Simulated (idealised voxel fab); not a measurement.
A process module follows: voxel gate over fins.
Square cells of 5 nm make up the cross-section cut, whose width is 250 nm.
Heads up, the way a cross-section reads in here is a grid of square cells, handed over as bands from the top down, with every band being one or more rows of cells.
Top height, bottom height, nm. Materials left to right, width each, nm. Single material + "edge to edge" = fills band edge to edge. "blank" = empty.
We count height from 0. Below that, the starting wafer is all one material. The lowest band never ends at the bottom but goes on down; see "0 and below" for how that is written.
The expression "30->40" gives the width at the extremes of the band, the first number at its top row of cells and the second at its bottom row, with the width changing by equal amounts from each row to the next in between.
Basically "nothing different" means that step didn't change any cell in the cross-section.
For the entry "Sealed voids", the listed items are empty spaces with no open way to the top whose size is 8 cells or more; each item follows the pattern width x height at distance, where distance is from the left edge and all three are in nm.
Text after the settings on a step's line: the simulator's own remark on that step.
Steps that use a mask can have "overlay nm" on their line. It says how far the mask sat to the right of where it was meant to be. Negative means to the left.

LIST OF PLANNED PROCESS STEPS
1 RECEIVE [material Si]
2 CONFORMAL_DEP [material SiN] [thk nm 5]
3 DIRECTIONAL_DEP [material aC] [thk nm 15]
4 PATTERN [tone cover] [mask id FINS] [material resist] [width nm 15] [pitch nm 50] [thk nm 30] [overlay nm 0]
5 DIRECTIONAL_ETCH [etch materials aC] [depth nm 15]
6 STRIP [etch materials resist]
7 DIRECTIONAL_ETCH [etch materials SiN] [depth nm 5]
8 DIRECTIONAL_ETCH [etch materials Si] [depth nm 40]
9 STRIP [etch materials aC]
10 FILL_DEP [material SiO2] [thk nm 15]
11 CMP [height nm 5]
12 DIRECTIONAL_DEP [material aC] [thk nm 10]
13 PATTERN [tone open] [mask id RAIL] [material resist] [width nm 15] [thk nm 25] [overlay nm 0]
14 DIRECTIONAL_ETCH [etch materials aC] [depth nm 10]
15 STRIP [etch materials resist]
16 DIRECTIONAL_ETCH [etch materials SiO2] [depth nm 40]
17 STRIP [etch materials aC]
18 CONFORMAL_DEP [material TiN] [thk nm 5]
19 FILL_DEP [material Ru] [thk nm 5]
20 CMP [height nm 5]
21 SELECTIVE_ETCH [etch materials W Ru TiN] [depth nm 20]
22 FILL_DEP [material SiO2] [thk nm 5]
23 CMP [height nm 5]
24 SELECTIVE_ETCH [etch materials SiO2] [depth nm 15]
25 STRIP [etch materials SiN]
26 CONFORMAL_DEP [material HfO2] [thk nm 5]
27 CONFORMAL_DEP [material TiN] [thk nm 5]
28 FILL_DEP [material W] [thk nm 15]
29 CMP [height nm 20]
30 CONFORMAL_DEP [material SiN] [thk nm 5]

FIRST WAFER, TWO IN TOTAL, RUN AS PLANNED

CROSS-SECTION, INCOMING MATERIAL, AFTER STEP 1
> 0 and below: Si edge to edge
> Sealed voids: none

AFTER STEP 2: WAFER CROSS-SECTION
> 5 down to 0: SiN edge to edge
> Below 0, the layers are the same as they were.

AFTER STEP 3: WAFER CROSS-SECTION
> 20 down to 5: aC edge to edge
> Below 5, the layers are the same as they were.

AFTER STEP 4: WAFER CROSS-SECTION
> 50 down to 20: blank: 65  resist: 15  blank: 35  resist: 15  blank: 35  resist: 15  blank: 70
> Below 20, the layers are the same as they were.

AFTER STEP 5: WAFER CROSS-SECTION
> 35 down to 20: blank: 65  resist: 15  blank: 35  resist: 15  blank: 35  resist: 15  blank: 70
> 20 down to 5: blank: 65  aC: 15  blank: 35  aC: 15  blank: 35  aC: 15  blank: 70
> Below 5, the layers are the same as they were.

AFTER STEP 6: WAFER CROSS-SECTION
> 20 down to 5: blank: 65  aC: 15  blank: 35  aC: 15  blank: 35  aC: 15  blank: 70
> Below 5, the layers are the same as they were.

AFTER STEP 7: WAFER CROSS-SECTION
> 20 down to 5: blank: 65  aC: 15  blank: 35  aC: 15  blank: 35  aC: 15  blank: 70
> 5 down to 0: blank: 65  SiN: 15  blank: 35  SiN: 15  blank: 35  SiN: 15  blank: 70
> Below 0, the layers are the same as they were.

AFTER STEP 8: WAFER CROSS-SECTION
> 20 down to 5: blank: 65  aC: 15  blank: 35  aC: 15  blank: 35  aC: 15  blank: 70
> 5 down to 0: blank: 65  SiN: 15  blank: 35  SiN: 15  blank: 35  SiN: 15  blank: 70
> 0 down to -40: blank: 65  Si: 15  blank: 35  Si: 15  blank: 35  Si: 15  blank: 70
> Below -40, the layers are the same as they were.

AFTER STEP 9: WAFER CROSS-SECTION
> 5 down to 0: blank: 65  SiN: 15  blank: 35  SiN: 15  blank: 35  SiN: 15  blank: 70
> Below 0, the layers are the same as they were.

AFTER STEP 10: WAFER CROSS-SECTION
> 20 down to 5: SiO2 edge to edge
> 5 down to 0: SiO2: 65  SiN: 15  SiO2: 35  SiN: 15  SiO2: 35  SiN: 15  SiO2: 70
> 0 down to -40: SiO2: 65  Si: 15  SiO2: 35  Si: 15  SiO2: 35  Si: 15  SiO2: 70
> Below -40, the layers are the same as they were.

AFTER STEP 11: WAFER CROSS-SECTION
> 5 down to 0: SiO2: 65  SiN: 15  SiO2: 35  SiN: 15  SiO2: 35  SiN: 15  SiO2: 70
> Below 0, the layers are the same as they were.

AFTER STEP 12: WAFER CROSS-SECTION
> 15 down to 5: aC edge to edge
> Below 5, the layers are the same as they were.

AFTER STEP 13: WAFER CROSS-SECTION
> 40 down to 15: resist: 90  blank: 15  resist: 145
> Below 15, the layers are the same as they were.

AFTER STEP 14: WAFER CROSS-SECTION
> 30 down to 15: resist: 90  blank: 15  resist: 145
> 15 down to 5: aC: 90  blank: 15  aC: 145
> Below 5, the layers are the same as they were.

AFTER STEP 15: WAFER CROSS-SECTION
> 15 down to 5: aC: 90  blank: 15  aC: 145
> Below 5, the layers are the same as they were.

AFTER STEP 16: WAFER CROSS-SECTION
> 15 down to 5: aC: 90  blank: 15  aC: 145
> 5 down to 0: SiO2: 65  SiN: 15  SiO2: 10  blank: 15  SiO2: 10  SiN: 15  SiO2: 35  SiN: 15  SiO2: 70
> 0 down to -35: SiO2: 65  Si: 15  SiO2: 10  blank: 15  SiO2: 10  Si: 15  SiO2: 35  Si: 15  SiO2: 70
> Below -35, the layers are the same as they were.

AFTER STEP 17: WAFER CROSS-SECTION
> 5 down to 0: SiO2: 65  SiN: 15  SiO2: 10  blank: 15  SiO2: 10  SiN: 15  SiO2: 35  SiN: 15  SiO2: 70
> Below 0, the layers are the same as they were.

AFTER STEP 18: WAFER CROSS-SECTION
> 10 down to 5: TiN: 95  blank: 5  TiN: 150
> 5 down to 0: SiO2: 65  SiN: 15  SiO2: 10  TiN: 5  blank: 5  TiN: 5  SiO2: 10  SiN: 15  SiO2: 35  SiN: 15  SiO2: 70
> 0 down to -30: SiO2: 65  Si: 15  SiO2: 10  TiN: 5  blank: 5  TiN: 5  SiO2: 10  Si: 15  SiO2: 35  Si: 15  SiO2: 70
> -30 down to -35: SiO2: 65  Si: 15  SiO2: 10  TiN: 15  SiO2: 10  Si: 15  SiO2: 35  Si: 15  SiO2: 70
> Below -35, the layers are the same as they were.

AFTER STEP 19: WAFER CROSS-SECTION
> 15 down to 10: Ru edge to edge
> 10 down to 5: TiN: 95  Ru: 5  TiN: 150
> 5 down to 0: SiO2: 65  SiN: 15  SiO2: 10  TiN: 5  Ru: 5  TiN: 5  SiO2: 10  SiN: 15  SiO2: 35  SiN: 15  SiO2: 70
> 0 down to -30: SiO2: 65  Si: 15  SiO2: 10  TiN: 5  Ru: 5  TiN: 5  SiO2: 10  Si: 15  SiO2: 35  Si: 15  SiO2: 70
> Below -30, the layers are the same as they were.

AFTER STEP 20: WAFER CROSS-SECTION
> 5 down to 0: SiO2: 65  SiN: 15  SiO2: 10  TiN: 5  Ru: 5  TiN: 5  SiO2: 10  SiN: 15  SiO2: 35  SiN: 15  SiO2: 70
> Below 0, the layers are the same as they were.

AFTER STEP 21: WAFER CROSS-SECTION
> 5 down to 0: SiO2: 65  SiN: 15  SiO2: 10  blank: 15  SiO2: 10  SiN: 15  SiO2: 35  SiN: 15  SiO2: 70
> 0 down to -15: SiO2: 65  Si: 15  SiO2: 10  blank: 15  SiO2: 10  Si: 15  SiO2: 35  Si: 15  SiO2: 70
> Below -15, the layers are the same as they were.

AFTER STEP 22: WAFER CROSS-SECTION
> 10 down to 5: SiO2 edge to edge
> 5 down to 0: SiO2: 65  SiN: 15  SiO2: 35  SiN: 15  SiO2: 35  SiN: 15  SiO2: 70
> 0 down to -15: SiO2: 65  Si: 15  SiO2: 35  Si: 15  SiO2: 35  Si: 15  SiO2: 70
> Below -15, the layers are the same as they were.

AFTER STEP 23: WAFER CROSS-SECTION
> 5 down to 0: SiO2: 65  SiN: 15  SiO2: 35  SiN: 15  SiO2: 35  SiN: 15  SiO2: 70
> Below 0, the layers are the same as they were.

AFTER STEP 24: WAFER CROSS-SECTION
> 5 down to 0: blank: 65  SiN: 15  blank: 35  SiN: 15  blank: 35  SiN: 15  blank: 70
> 0 down to -10: blank: 65  Si: 15  blank: 35  Si: 15  blank: 35  Si: 15  blank: 70
> Below -10, the layers are the same as they were.

AFTER STEP 25: WAFER CROSS-SECTION
> 0 down to -10: blank: 65  Si: 15  blank: 35  Si: 15  blank: 35  Si: 15  blank: 70
> Below -10, the layers are the same as they were.

AFTER STEP 26: WAFER CROSS-SECTION
> 5 down to 0: blank: 60  HfO2: 25  blank: 25  HfO2: 25  blank: 25  HfO2: 25  blank: 65
> 0 down to -5: blank: 60  HfO2: 5  Si: 15  HfO2: 5  blank: 25  HfO2: 5  Si: 15  HfO2: 5  blank: 25  HfO2: 5  Si: 15  HfO2: 5  blank: 65
> -5 down to -10: HfO2: 65  Si: 15  HfO2: 35  Si: 15  HfO2: 35  Si: 15  HfO2: 70
> Below -10, the layers are the same as they were.

AFTER STEP 27: WAFER CROSS-SECTION
> 10 down to 5: blank: 55  TiN: 35  blank: 15  TiN: 35  blank: 15  TiN: 35  blank: 60
> 5 down to 0: blank: 55  TiN: 5  HfO2: 25  TiN: 5  blank: 15  TiN: 5  HfO2: 25  TiN: 5  blank: 15  TiN: 5  HfO2: 25  TiN: 5  blank: 60
> 0 down to -5: TiN: 60  HfO2: 5  Si: 15  HfO2: 5  TiN: 25  HfO2: 5  Si: 15  HfO2: 5  TiN: 25  HfO2: 5  Si: 15  HfO2: 5  TiN: 65
> Below -5, the layers are the same as they were.

AFTER STEP 28: WAFER CROSS-SECTION
> 25 down to 10: W edge to edge
> 10 down to 5: W: 55  TiN: 35  W: 15  TiN: 35  W: 15  TiN: 35  W: 60
> 5 down to 0: W: 55  TiN: 5  HfO2: 25  TiN: 5  W: 15  TiN: 5  HfO2: 25  TiN: 5  W: 15  TiN: 5  HfO2: 25  TiN: 5  W: 60
> Below 0, the layers are the same as they were.

AFTER STEP 29: WAFER CROSS-SECTION
> 20 down to 10: W edge to edge
> Below 10, the layers are the same as they were.

AFTER STEP 30: WAFER CROSS-SECTION
> 25 down to 20: SiN edge to edge
> Below 20, the layers are the same as they were.

WAFER TWO OF THE PAIR: SAME ORIGIN, SAME PLAN, ONE ERROR DURING THE RUN; IDENTICAL TO WAFER ONE UP TO AND INCLUDING STEP 12

THE SECOND WAFER IN CROSS-SECTION, AT THE PLANNED CLOSE OF STEP 13
> 40 down to 15: resist: 85  blank: 25  resist: 140
> Below 15, the layers are the same as they were.

THE SECOND WAFER IN CROSS-SECTION, AT THE PLANNED CLOSE OF STEP 14
> 30 down to 15: resist: 85  blank: 25  resist: 140
> 15 down to 5: aC: 85  blank: 25  aC: 140
> Below 5, the layers are the same as they were.

THE SECOND WAFER IN CROSS-SECTION, AT THE PLANNED CLOSE OF STEP 15
> 15 down to 5: aC: 85  blank: 25  aC: 140
> Below 5, the layers are the same as they were.

THE SECOND WAFER IN CROSS-SECTION, AT THE PLANNED CLOSE OF STEP 16
> 15 down to 5: aC: 85  blank: 25  aC: 140
> 5 down to 0: SiO2: 65  SiN: 15  SiO2: 5  blank: 25  SiO2: 5  SiN: 15  SiO2: 35  SiN: 15  SiO2: 70
> 0 down to -35: SiO2: 65  Si: 15  SiO2: 5  blank: 25  SiO2: 5  Si: 15  SiO2: 35  Si: 15  SiO2: 70
> Below -35, the layers are the same as they were.

THE SECOND WAFER IN CROSS-SECTION, AT THE PLANNED CLOSE OF STEP 17
> 5 down to 0: SiO2: 65  SiN: 15  SiO2: 5  blank: 25  SiO2: 5  SiN: 15  SiO2: 35  SiN: 15  SiO2: 70
> Below 0, the layers are the same as they were.

THE SECOND WAFER IN CROSS-SECTION, AT THE PLANNED CLOSE OF STEP 18
> 10 down to 5: TiN: 90  blank: 15  TiN: 145
> 5 down to 0: SiO2: 65  SiN: 15  SiO2: 5  TiN: 5  blank: 15  TiN: 5  SiO2: 5  SiN: 15  SiO2: 35  SiN: 15  SiO2: 70
> 0 down to -30: SiO2: 65  Si: 15  SiO2: 5  TiN: 5  blank: 15  TiN: 5  SiO2: 5  Si: 15  SiO2: 35  Si: 15  SiO2: 70
> -30 down to -35: SiO2: 65  Si: 15  SiO2: 5  TiN: 25  SiO2: 5  Si: 15  SiO2: 35  Si: 15  SiO2: 70
> Below -35, the layers are the same as they were.

THE SECOND WAFER IN CROSS-SECTION, AT THE PLANNED CLOSE OF STEP 19
> 15 down to 10: Ru edge to edge
> 10 down to 5: TiN: 90  Ru: 15  TiN: 145
> 5 down to 0: SiO2: 65  SiN: 15  SiO2: 5  TiN: 5  Ru: 15  TiN: 5  SiO2: 5  SiN: 15  SiO2: 35  SiN: 15  SiO2: 70
> 0 down to -30: SiO2: 65  Si: 15  SiO2: 5  TiN: 5  Ru: 15  TiN: 5  SiO2: 5  Si: 15  SiO2: 35  Si: 15  SiO2: 70
> Below -30, the layers are the same as they were.

THE SECOND WAFER IN CROSS-SECTION, AT THE PLANNED CLOSE OF STEP 20
> 5 down to 0: SiO2: 65  SiN: 15  SiO2: 5  TiN: 5  Ru: 15  TiN: 5  SiO2: 5  SiN: 15  SiO2: 35  SiN: 15  SiO2: 70
> Below 0, the layers are the same as they were.

THE SECOND WAFER IN CROSS-SECTION, AT THE PLANNED CLOSE OF STEP 21
> 5 down to 0: SiO2: 65  SiN: 15  SiO2: 5  blank: 25  SiO2: 5  SiN: 15  SiO2: 35  SiN: 15  SiO2: 70
> 0 down to -15: SiO2: 65  Si: 15  SiO2: 5  blank: 25  SiO2: 5  Si: 15  SiO2: 35  Si: 15  SiO2: 70
> Below -15, the layers are the same as they were.

THE SECOND WAFER IN CROSS-SECTION, AT THE PLANNED CLOSE OF STEP 22
> 10 down to 5: SiO2 edge to edge
> 5 down to 0: SiO2: 65  SiN: 15  SiO2: 35  SiN: 15  SiO2: 35  SiN: 15  SiO2: 70
> 0 down to -15: SiO2: 65  Si: 15  SiO2: 35  Si: 15  SiO2: 35  Si: 15  SiO2: 70
> Below -15, the layers are the same as they were.

THE SECOND WAFER IN CROSS-SECTION, AT THE PLANNED CLOSE OF STEP 23
> 5 down to 0: SiO2: 65  SiN: 15  SiO2: 35  SiN: 15  SiO2: 35  SiN: 15  SiO2: 70
> Below 0, the layers are the same as they were.

THE SECOND WAFER IN CROSS-SECTION, AT THE PLANNED CLOSE OF STEP 24
> 5 down to 0: blank: 65  SiN: 15  blank: 35  SiN: 15  blank: 35  SiN: 15  blank: 70
> 0 down to -10: blank: 65  Si: 15  blank: 35  Si: 15  blank: 35  Si: 15  blank: 70
> Below -10, the layers are the same as they were.

THE SECOND WAFER IN CROSS-SECTION, AT THE PLANNED CLOSE OF STEP 25
> 0 down to -10: blank: 65  Si: 15  blank: 35  Si: 15  blank: 35  Si: 15  blank: 70
> Below -10, the layers are the same as they were.

THE SECOND WAFER IN CROSS-SECTION, AT THE PLANNED CLOSE OF STEP 26
> 5 down to 0: blank: 60  HfO2: 25  blank: 25  HfO2: 25  blank: 25  HfO2: 25  blank: 65
> 0 down to -5: blank: 60  HfO2: 5  Si: 15  HfO2: 5  blank: 25  HfO2: 5  Si: 15  HfO2: 5  blank: 25  HfO2: 5  Si: 15  HfO2: 5  blank: 65
> -5 down to -10: HfO2: 65  Si: 15  HfO2: 35  Si: 15  HfO2: 35  Si: 15  HfO2: 70
> Below -10, the layers are the same as they were.

THE SECOND WAFER IN CROSS-SECTION, AT THE PLANNED CLOSE OF STEP 27
> 10 down to 5: blank: 55  TiN: 35  blank: 15  TiN: 35  blank: 15  TiN: 35  blank: 60
> 5 down to 0: blank: 55  TiN: 5  HfO2: 25  TiN: 5  blank: 15  TiN: 5  HfO2: 25  TiN: 5  blank: 15  TiN: 5  HfO2: 25  TiN: 5  blank: 60
> 0 down to -5: TiN: 60  HfO2: 5  Si: 15  HfO2: 5  TiN: 25  HfO2: 5  Si: 15  HfO2: 5  TiN: 25  HfO2: 5  Si: 15  HfO2: 5  TiN: 65
> Below -5, the layers are the same as they were.

THE SECOND WAFER IN CROSS-SECTION, AT THE PLANNED CLOSE OF STEP 28
> 25 down to 10: W edge to edge
> 10 down to 5: W: 55  TiN: 35  W: 15  TiN: 35  W: 15  TiN: 35  W: 60
> 5 down to 0: W: 55  TiN: 5  HfO2: 25  TiN: 5  W: 15  TiN: 5  HfO2: 25  TiN: 5  W: 15  TiN: 5  HfO2: 25  TiN: 5  W: 60
> Below 0, the layers are the same as they were.

THE SECOND WAFER IN CROSS-SECTION, AT THE PLANNED CLOSE OF STEP 29
> 20 down to 10: W edge to edge
> Below 10, the layers are the same as they were.

THE SECOND WAFER IN CROSS-SECTION, AT THE PLANNED CLOSE OF STEP 30
> 25 down to 20: SiN edge to edge
> Below 20, the layers are the same as they were.
Where did the run depart from the plan? it should be noted that step 13 was executed with settings other than those planned, the operation and settings actually applied being PATTERN [tone open] [mask id RAIL] [material resist] [width nm 25] [thk nm 25] [overlay nm 0]
Wrapping up, a cell-based count of both wafers puts the second over or under the first for these materials: Ru +6, SiO2 -8, TiN +2
